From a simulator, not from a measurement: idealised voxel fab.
The following process module bears the name voxel tone inversion.
It is cross-section cut that appears here, measuring 160 nm in width, its square cells being 5 nm in size.
Cross-section spec: square-cell grid; bands listed top down; each band is one or more rows.
For a band, the entry starts with two heights in nm, that of the top and then that of the bottom, and carries on with the band's materials in order from left to right, each alongside its width in nm; the word "throughout" beside a single material means it fills the band edge to edge, and "empty" means empty space.
We count height from 0. Below that, the starting wafer is all one material. The lowest band never ends at the bottom but goes on down; see "from 0 down" for how that is written.
A two-number width, for instance "30->40", indicates that the width is equal to the first number in the top row of the band and to the second number in the bottom row, and that it changes by a constant amount per row of cells.
A step reported as "nothing changed" is a step in which no cell of the cross-section changed.
"Sealed internal voids": sealed empty spaces, 8 cells or more, no open way to top, listed width x height at distance, with distance from the left edge and width, height and distance in nm.
Formally, on a step line, whatever follows the settings is a remark that the simulator itself makes on the step.
overlay nm, on a step with a mask: how far to the right of its planned place the mask lay; to the left if negative
### plan
1: RECEIVE with material Si
2: CONFORMAL_DEP with material SiN, thk nm 10
3: DIRECTIONAL_DEP with material aC, thk nm 15
4: PATTERN with tone cover, mask id POSTS, material resist, width nm 15, pitch nm 40, thk nm 20, overlay nm 0
5: DIRECTIONAL_ETCH with etch materials aC, depth nm 15
6: STRIP with etch materials resist
7: FILL_DEP with material SiO2, thk nm 5
8: CMP with height nm 25
9: STRIP with etch materials aC
### On the first of the two wafers: run conducted according to plan
### as received, after step 1
> from 0 down = Si throughout
> Sealed internal voids: none
### Wafer section view after processing step 2
> from 10 to 0 = SiN throughout
> Everything below 0 is unchanged.
### Wafer section view after processing step 3
> from 25 to 10 = aC throughout
> Everything below 10 is unchanged.
### Wafer section view after processing step 4
> from 45 to 25 = 30 nm empty  15 nm resist  25 nm empty  15 nm resist  25 nm empty  15 nm resist  35 nm empty
> Everything below 25 is unchanged.
### Wafer section view after processing step 5
> from 30 to 25 = 30 nm empty  15 nm resist  25 nm empty  15 nm resist  25 nm empty  15 nm resist  35 nm empty
> from 25 to 10 = 30 nm empty  15 nm aC  25 nm empty  15 nm aC  25 nm empty  15 nm aC  35 nm empty
> Everything below 10 is unchanged.
### Wafer section view after processing step 6
> from 25 to 10 = 30 nm empty  15 nm aC  25 nm empty  15 nm aC  25 nm empty  15 nm aC  35 nm empty
> Everything below 10 is unchanged.
### Wafer section view after processing step 7
> from 30 to 25 = SiO2 throughout
> from 25 to 10 = 30 nm SiO2  15 nm aC  25 nm SiO2  15 nm aC  25 nm SiO2  15 nm aC  35 nm SiO2
> Everything below 10 is unchanged.
### Wafer section view after processing step 8
> from 25 to 10 = 30 nm SiO2  15 nm aC  25 nm SiO2  15 nm aC  25 nm SiO2  15 nm aC  35 nm SiO2
> Everything below 10 is unchanged.
### Wafer section view after processing step 9
> from 25 to 10 = 30 nm SiO2  15 nm empty  25 nm SiO2  15 nm empty  25 nm SiO2  15 nm empty  35 nm SiO2
> Everything below 10 is unchanged.
### Second wafer, same starting state and plan as the first, one mistake in the run, identical through step 7
### Cross-sectional view of the second wafer at the intended end time of process step 8
> from 15 to 10 = 30 nm SiO2  15 nm aC  25 nm SiO2  15 nm aC  25 nm SiO2  15 nm aC  35 nm SiO2
> Everything below 10 is unchanged.
### Cross-sectional view of the second wafer at the intended end time of process step 9
> from 15 to 10 = 30 nm SiO2  15 nm empty  25 nm SiO2  15 nm empty  25 nm SiO2  15 nm empty  35 nm SiO2
> Everything below 10 is unchanged.
Processing error: step 8 did not use the planned setting and instead ran as CMP with height nm 15
The second wafer ends with more or fewer cells of some materials than the first, per final count: -46 SiO2
